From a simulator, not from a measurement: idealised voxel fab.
Process module heading - voxel spacer lines
Cross-section cut spans 225 nm and uses square cells 5 nm in size.
Cross-section spec: square-cell grid; bands listed top down; each band is one or more rows.
Top height, bottom height, nm. Materials left to right, width each, nm. Single material + "everywhere" = fills band edge to edge. "empty" = empty.
Heights are reckoned from 0. Under this level, the received wafer is all of one material. The bottommost band is open-ended downward, for example "0 and below".
You'd read "30 to 40" like this: the band's top row of cells is as wide as the first number, its bottom row is as wide as the second, and going down, every row changes width by the same amount as the row before did.
Reading "no change" for a step: not a cell of the cross-section changed in it.
Entry "Enclosed cavities". Content: empty spaces with no open connection to the top, size 8 cells or greater. Each: width x height at distance. Distance: from left edge. Unit: nm.
Heads up: the bit after the settings on a step's line is the simulator's remark on that step.
"overlay nm", when on a step's line for a step with a mask, measures how far to the right of its planned place the mask lay; a negative measure means to the left.

The process steps that were planned are listed below
1. RECEIVE [material Si]
2. CONFORMAL_DEP [material Al2O3] [thk nm 10]
3. DIRECTIONAL_DEP [material W] [thk nm 15]
4. DIRECTIONAL_DEP [material aC] [thk nm 25]
5. PATTERN [tone cover] [mask id MANDREL] [material resist] [width nm 15] [pitch nm 80] [thk nm 30] [overlay nm 0]
6. DIRECTIONAL_ETCH [etch materials aC] [depth nm 25]
7. STRIP [etch materials resist]
8. CONFORMAL_DEP [material SiO2] [thk nm 15]
9. DIRECTIONAL_ETCH [etch materials SiO2] [depth nm 15]
10. STRIP [etch materials aC]
11. DIRECTIONAL_ETCH [etch materials W] [depth nm 15]
12. STRIP [etch materials SiO2]
All wafers enter the flow in the same state. The width nm at step 5 differs from wafer to wafer, and the plan gives the value for the first wafer.

Sectional view: first of several wafers, as received, after step 1
> 0 and below = Si everywhere
> Enclosed cavities: none

Shown in cross-section: the first of several wafers at the end of the module, after its last step, step 12
> 25 down to 10 = empty: 10, then W: 15, then empty: 15, then W: 15, then empty: 35, then W: 15, then empty: 15, then W: 15, then empty: 35, then W: 15, then empty: 15, then W: 15, then empty: 10
> 10 down to 0 = Al2O3 everywhere
> 0 and below = Si everywhere
> Enclosed cavities: none

Cross-sectional depiction of the last of several wafers upon completion of the module
> 25 down to 10 = W: 15, then empty: 35, then W: 15, then empty: 15, then W: 15, then empty: 35, then W: 15, then empty: 15, then W: 15, then empty: 35, then W: 15
> 10 down to 0 = Al2O3 everywhere
> 0 and below = Si everywhere
> Enclosed cavities: none

Wafer rows; end of module; cells per material since receipt: (+) gained, (-) lost; then closed voids
width nm 15 | +90 Al2O3 | +54 W | Enclosed cavities: none
width nm 20 | +90 Al2O3 | +54 W | Enclosed cavities: none
width nm 25 | +90 Al2O3 | +54 W | Enclosed cavities: none
width nm 30 | +90 Al2O3 | +54 W | Enclosed cavities: none
width nm 35 | +90 Al2O3 | +54 W | Enclosed cavities: none
